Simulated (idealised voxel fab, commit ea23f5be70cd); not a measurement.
The name of this process module is voxel self aligned vias.
We display cut, a cross-section 155 nm in width whose square cells are each 5 nm.
We lay out every cross-section as a grid of square cells and spell it out in bands from the top down, where one band means one or more rows of cells.
Band: top height; bottom height; in nm. Then, left to right: material with width in nm, for each material. "throughout": a single material spanning edge to edge. "empty": empty space.
Counting heights begins at 0, where everything beneath is, in the wafer as received, one material. The lowest band has no bottom; it goes on downwards, as "0 -> down" shows.
It should be noted that a width expressed as "30 to 40" varies in equal increments from row to row of cells within the band, taking the value of the first number at the top row and that of the second number at the bottom row.
"left unchanged" means the step left every cell of the cross-section as it was.
In "Sealed internal cavities" the enclosed voids are listed, meaning empty spaces of 8 cells or larger without any opening to the top. The form is width x height at distance, distance from the left edge, units nm.
The remark found on a step's line after its settings is issued by the simulator itself and pertains to that step.
overlay nm: how far to the right of its planned place the mask lay on this masked step (negative: to the left).
Heads up before you read on: it's before/after pairs around one process step each, after side only down to the lowest band that changed, step plus settings under the pair. Pairs can be from different runs of this module, same starting wafer, so only chain a pair onto the one above if its "Pre-step section" entry says so.
**Pre-step section**
	40 -> 35 | empty 30, then TiN 35, then empty 25, then TiN 35, then empty 30
	35 -> 20 | empty 30, then TiN 5, then SiO2 25, then TiN 5, then empty 25, then TiN 5, then SiO2 25, then TiN 5, then empty 30
	20 -> 15 | TiN 35, then SiO2 25, then TiN 35, then SiO2 25, then TiN 35
	15 -> 10 | SiCN throughout
	10 -> 0 | SiO2 throughout
	0 -> down | Si throughout
	Sealed internal cavities: none
**After the Step**
	50 -> 40 | W throughout
	40 -> 35 | W 30, then TiN 35, then W 25, then TiN 35, then W 30
	35 -> 20 | W 30, then TiN 5, then SiO2 25, then TiN 5, then W 25, then TiN 5, then SiO2 25, then TiN 5, then W 30
	Whatever lies below 20 is exactly as it was before.
	Sealed internal cavities: none
The structure goes from the before cross-section above to the after cross-section through FILL_DEP with material W, thk nm 10
Pre-step section: no separate figure, the pair right above already shows it after its step.
**After the Step**
	35 -> 20 | W 30, then TiN 5, then SiO2 25, then TiN 5, then W 25, then TiN 5, then SiO2 25, then TiN 5, then W 30
	Whatever lies below 20 is exactly as it was before.
	Sealed internal cavities: none
The structure goes from the before cross-section above to the after cross-section through CMP with height nm 35
Pre-step section: no separate figure, the pair right above already shows it after its step.
**After the Step**
	35 -> 25 | empty 35, then SiO2 25, then empty 35, then SiO2 25, then empty 35
	Whatever lies below 25 is exactly as it was before.
	Sealed internal cavities: none
The structure goes from the before cross-section above to the after cross-section through SELECTIVE_ETCH with etch materials W Ru TiN, depth nm 10
Pre-step section: no separate figure, the pair right above already shows it after its step.
**After the Step**
	45 -> 35 | SiN throughout
	35 -> 25 | SiN 35, then SiO2 25, then SiN 35, then SiO2 25, then SiN 35
	Whatever lies below 25 is exactly as it was before.
	Sealed internal cavities: none
The structure goes from the before cross-section above to the after cross-section through FILL_DEP with material SiN, thk nm 10
Pre-step section: no separate figure, the pair right above already shows it after its step.
**After the Step**
	35 -> 25 | SiN 35, then SiO2 25, then SiN 35, then SiO2 25, then SiN 35
	Whatever lies below 25 is exactly as it was before.
	Sealed internal cavities: none
The structure goes from the before cross-section above to the after cross-section through CMP with height nm 35
Pre-step section: no separate figure, the pair right above already shows it after its step.
**After the Step**
	50 -> 35 | SiO2 throughout
	Whatever lies below 35 is exactly as it was before.
	Sealed internal cavities: none
The structure goes from the before cross-section above to the after cross-section through DIRECTIONAL_DEP with material SiO2, thk nm 15
Pre-step section: no separate figure, the pair right above already shows it after its step.
**After the Step**
	65 -> 50 | resist 30, then empty 35, then resist 25, then empty 35, then resist 30
	Whatever lies below 50 is exactly as it was before.
	Sealed internal cavities: none
The structure goes from the before cross-section above to the after cross-section through PATTERN with tone open, mask id VIAS, material resist, width nm 35, pitch nm 60, thk nm 15, overlay nm 0
Pre-step section: no separate figure, the pair right above already shows it after its step.
**After the Step**
	65 -> 50 | resist 30, then empty 35, then resist 25, then empty 35, then resist 30
	50 -> 35 | SiO2 30, then empty 35, then SiO2 25, then empty 35, then SiO2 30
	Whatever lies below 35 is exactly as it was before.
	Sealed internal cavities: none
The structure goes from the before cross-section above to the after cross-section through DIRECTIONAL_ETCH with etch materials SiO2, depth nm 15
Pre-step section: no separate figure, the pair right above already shows it after its step.
**After the Step**
	65 -> 50 | resist 30, then empty 35, then resist 25, then empty 35, then resist 30
	50 -> 35 | SiO2 30, then empty 35, then SiO2 25, then empty 35, then SiO2 30
	35 -> 25 | SiN 30, then empty 5, then SiO2 25, then empty 5, then SiN 25, then empty 5, then SiO2 25, then empty 5, then SiN 30
	Whatever lies below 25 is exactly as it was before.
	Sealed internal cavities: none
The structure goes from the before cross-section above to the after cross-section through DIRECTIONAL_ETCH with etch materials SiN, depth nm 10
Pre-step section: no separate figure, the pair right above already shows it after its step.
**After the Step**
	50 -> 35 | SiO2 30, then empty 35, then SiO2 25, then empty 35, then SiO2 30
	Whatever lies below 35 is exactly as it was before.
	Sealed internal cavities: none
The structure goes from the before cross-section above to the after cross-section through STRIP with etch materials resist
Pre-step section: no separate figure, the pair right above already shows it after its step.
**After the Step**
	55 -> 50 | TiN 35, then empty 25, then TiN 35, then empty 25, then TiN 35
	50 -> 40 | SiO2 30, then TiN 5, then empty 25, then TiN 5, then SiO2 25, then TiN 5, then empty 25, then TiN 5, then SiO2 30
	40 -> 35 | SiO2 30, then TiN 35, then SiO2 25, then TiN 35, then SiO2 30
	35 -> 25 | SiN 30, then TiN 5, then SiO2 25, then TiN 5, then SiN 25, then TiN 5, then SiO2 25, then TiN 5, then SiN 30
	Whatever lies below 25 is exactly as it was before.
	Sealed internal cavities: none
The structure goes from the before cross-section above to the after cross-section through CONFORMAL_DEP with material TiN, thk nm 5
Pre-step section: no separate figure, the pair right above already shows it after its step.
**After the Step**
	60 -> 55 | W throughout
	55 -> 50 | TiN 35, then W 25, then TiN 35, then W 25, then TiN 35
	50 -> 40 | SiO2 30, then TiN 5, then W 25, then TiN 5, then SiO2 25, then TiN 5, then W 25, then TiN 5, then SiO2 30
	Whatever lies below 40 is exactly as it was before.
	Sealed internal cavities: none
The structure goes from the before cross-section above to the after cross-section through FILL_DEP with material W, thk nm 5
Pre-step section: no separate figure, the pair right above already shows it after its step.
**After the Step**
	50 -> 40 | SiO2 30, then TiN 5, then W 25, then TiN 5, then SiO2 25, then TiN 5, then W 25, then TiN 5, then SiO2 30
	Whatever lies below 40 is exactly as it was before.
	Sealed internal cavities: none
The structure goes from the before cross-section above to the after cross-section through CMP with height nm 50
Pre-step section: no separate figure, the pair right above already shows it after its step.
**After the Step**
	55 -> 50 | SiCN throughout
	Whatever lies below 50 is exactly as it was before.
	Sealed internal cavities: none
The structure goes from the before cross-section above to the after cross-section through CONFORMAL_DEP with material SiCN, thk nm 5
